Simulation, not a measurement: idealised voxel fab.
process module | voxel self aligned vias
Cross-sectional view cut (width: 230 nm; square cell size: 5 nm).
Heads up, the way a cross-section reads in here is a grid of square cells, handed over as bands from the top down, with every band being one or more rows of cells. For a band, the entry starts with two heights in nm, that of the top and then that of the bottom, and carries on with the band's materials in order from left to right, each alongside its width in nm; the word "everywhere" beside a single material means it fills the band edge to edge, and "blank" means empty space. All heights in this document are referenced to 0, defined as the level beneath which the wafer, as received, consists entirely of one material. The lowest band is not bounded below; it extends indefinitely downward and is written in the form "z 0 and below". The expression "30->40" gives the width at the extremes of the band, the first number at its top row of cells and the second at its bottom row, with the width changing by equal amounts from each row to the next in between. "no alterations made", as given for a step, is the statement that not any cell of the cross-section underwent a change during that step. Enclosed voids (no open way to top), threshold 8 cells or more, entry "Voids lacking openings", notation width x height at distance, distance from left edge, nm. Anything after a step's settings on that line? It's the simulator's own note about the step. Each step line may optionally specify "overlay nm", which for a step with a mask gives the rightward distance between the mask's planned place and where it lay, a negative value indicating the leftward direction. So the way this works: pairs, before and after one process step. The after picture only goes down to the lowest band that actually changed, nothing below. Step and its settings are under each pair. And watch out, pairs might come from different runs of this module, same starting wafer though, so a pair only follows on from the one above if its "Pre-step view" entry tells you so.

-- Pre-step view
  z 45 to 15  70 of blank, 30 of SiO2, 25 of blank, 30 of SiO2, 75 of blank
  z 15 to 10  SiCN everywhere
  z 10 to 0  SiO2 everywhere
  z 0 and below  Si everywhere
  Voids lacking openings: none

-- Post-Step Section View
  z 50 to 45  65 of blank, 40 of TiN, 15 of blank, 40 of TiN, 70 of blank
  z 45 to 20  65 of blank, 5 of TiN, 30 of SiO2, 5 of TiN, 15 of blank, 5 of TiN, 30 of SiO2, 5 of TiN, 70 of blank
  z 20 to 15  70 of TiN, 30 of SiO2, 25 of TiN, 30 of SiO2, 75 of TiN
  At heights below 15, the structure remains unaltered.
  Voids lacking openings: none
To go from the before cross-section above to the after cross-section, apply CONFORMAL_DEP with material TiN, thk nm 5

Pre-step view: as in the pair right above, post-step view.

-- Post-Step Section View
  z 55 to 50  Ru everywhere
  z 50 to 45  65 of Ru, 40 of TiN, 15 of Ru, 40 of TiN, 70 of Ru
  z 45 to 20  65 of Ru, 5 of TiN, 30 of SiO2, 5 of TiN, 15 of Ru, 5 of TiN, 30 of SiO2, 5 of TiN, 70 of Ru
  At heights below 20, the structure remains unaltered.
  Voids lacking openings: none
To go from the before cross-section above to the after cross-section, apply FILL_DEP with material Ru, thk nm 5

Pre-step view: as in the pair right above, post-step view.

-- Post-Step Section View
  z 45 to 20  65 of Ru, 5 of TiN, 30 of SiO2, 5 of TiN, 15 of Ru, 5 of TiN, 30 of SiO2, 5 of TiN, 70 of Ru
  At heights below 20, the structure remains unaltered.
  Voids lacking openings: none
To go from the before cross-section above to the after cross-section, apply CMP with height nm 45

Pre-step view: as in the pair right above, post-step view.

-- Post-Step Section View
  z 45 to 35  70 of blank, 30 of SiO2, 25 of blank, 30 of SiO2, 75 of blank
  At heights below 35, the structure remains unaltered.
  Voids lacking openings: none
To go from the before cross-section above to the after cross-section, apply SELECTIVE_ETCH with etch materials W Ru TiN, depth nm 10

Pre-step view: as in the pair right above, post-step view.

-- Post-Step Section View
  z 55 to 45  SiN everywhere
  z 45 to 35  70 of SiN, 30 of SiO2, 25 of SiN, 30 of SiO2, 75 of SiN
  At heights below 35, the structure remains unaltered.
  Voids lacking openings: none
To go from the before cross-section above to the after cross-section, apply FILL_DEP with material SiN, thk nm 10

Pre-step view: as in the pair right above, post-step view.

-- Post-Step Section View
  z 45 to 35  70 of SiN, 30 of SiO2, 25 of SiN, 30 of SiO2, 75 of SiN
  At heights below 35, the structure remains unaltered.
  Voids lacking openings: none
To go from the before cross-section above to the after cross-section, apply CMP with height nm 45

Pre-step view: as in the pair right above, post-step view.

-- Post-Step Section View
  z 60 to 45  SiO2 everywhere
  At heights below 45, the structure remains unaltered.
  Voids lacking openings: none
To go from the before cross-section above to the after cross-section, apply DIRECTIONAL_DEP with material SiO2, thk nm 15

Pre-step view: as in the pair right above, post-step view.

-- Post-Step Section View
  z 70 to 60  aC everywhere
  At heights below 60, the structure remains unaltered.
  Voids lacking openings: none
To go from the before cross-section above to the after cross-section, apply DIRECTIONAL_DEP with material aC, thk nm 10

Pre-step view: as in the pair right above, post-step view.

-- Post-Step Section View
  z 100 to 70  65 of resist, 40 of blank, 125 of resist
  At heights below 70, the structure remains unaltered.
  Voids lacking openings: none
To go from the before cross-section above to the after cross-section, apply PATTERN with tone open, mask id VIAS, material resist, width nm 40, thk nm 30, overlay nm 0

Pre-step view: as in the pair right above, post-step view.

-- Post-Step Section View
  z 90 to 70  65 of resist, 40 of blank, 125 of resist
  z 70 to 60  65 of aC, 40 of blank, 125 of aC
  At heights below 60, the structure remains unaltered.
  Voids lacking openings: none
To go from the before cross-section above to the after cross-section, apply DIRECTIONAL_ETCH with etch materials aC, depth nm 10

Pre-step view: as in the pair right above, post-step view.

-- Post-Step Section View
  z 70 to 60  65 of aC, 40 of blank, 125 of aC
  At heights below 60, the structure remains unaltered.
  Voids lacking openings: none
To go from the before cross-section above to the after cross-section, apply STRIP with etch materials resist

Pre-step view: as in the pair right above, post-step view.

-- Post-Step Section View
  z 70 to 60  65 of aC, 40 of blank, 125 of aC
  z 60 to 45  65 of SiO2, 40 of blank, 125 of SiO2
  At heights below 45, the structure remains unaltered.
  Voids lacking openings: none
To go from the before cross-section above to the after cross-section, apply DIRECTIONAL_ETCH with etch materials SiO2, depth nm 15

Pre-step view: as in the pair right above, post-step view.

-- Post-Step Section View
  z 70 to 60  65 of aC, 40 of blank, 125 of aC
  z 60 to 45  65 of SiO2, 40 of blank, 125 of SiO2
  z 45 to 35  65 of SiN, 5 of blank, 30 of SiO2, 5 of blank, 20 of SiN, 30 of SiO2, 75 of SiN
  At heights below 35, the structure remains unaltered.
  Voids lacking openings: none
To go from the before cross-section above to the after cross-section, apply DIRECTIONAL_ETCH with etch materials SiN, depth nm 10

Pre-step view: as in the pair right above, post-step view.

-- Post-Step Section View
  z 60 to 45  65 of SiO2, 40 of blank, 125 of SiO2
  At heights below 45, the structure remains unaltered.
  Voids lacking openings: none
To go from the before cross-section above to the after cross-section, apply STRIP with etch materials aC

Pre-step view: as in the pair right above, post-step view.

-- Post-Step Section View
  z 65 to 60  70 of TiN, 30 of blank, 130 of TiN
  z 60 to 50  65 of SiO2, 5 of TiN, 30 of blank, 5 of TiN, 125 of SiO2
  z 50 to 45  65 of SiO2, 40 of TiN, 125 of SiO2
  z 45 to 35  65 of SiN, 5 of TiN, 30 of SiO2, 5 of TiN, 20 of SiN, 30 of SiO2, 75 of SiN
  At heights below 35, the structure remains unaltered.
  Voids lacking openings: none
To go from the before cross-section above to the after cross-section, apply CONFORMAL_DEP with material TiN, thk nm 5

Pre-step view: as in the pair right above, post-step view.

-- Post-Step Section View
  z 70 to 65  Cu everywhere
  z 65 to 60  70 of TiN, 30 of Cu, 130 of TiN
  z 60 to 50  65 of SiO2, 5 of TiN, 30 of Cu, 5 of TiN, 125 of SiO2
  At heights below 50, the structure remains unaltered.
  Voids lacking openings: none
To go from the before cross-section above to the after cross-section, apply FILL_DEP with material Cu, thk nm 5

Pre-step view: as in the pair right above, post-step view.

-- Post-Step Section View
  z 60 to 50  65 of SiO2, 5 of TiN, 30 of Cu, 5 of TiN, 125 of SiO2
  At heights below 50, the structure remains unaltered.
  Voids lacking openings: none
To go from the before cross-section above to the after cross-section, apply CMP with height nm 60

Pre-step view: as in the pair right above, post-step view.

-- Post-Step Section View
  z 65 to 60  SiN everywhere
  At heights below 60, the structure remains unaltered.
  Voids lacking openings: none
To go from the before cross-section above to the after cross-section, apply CONFORMAL_DEP with material SiN, thk nm 5
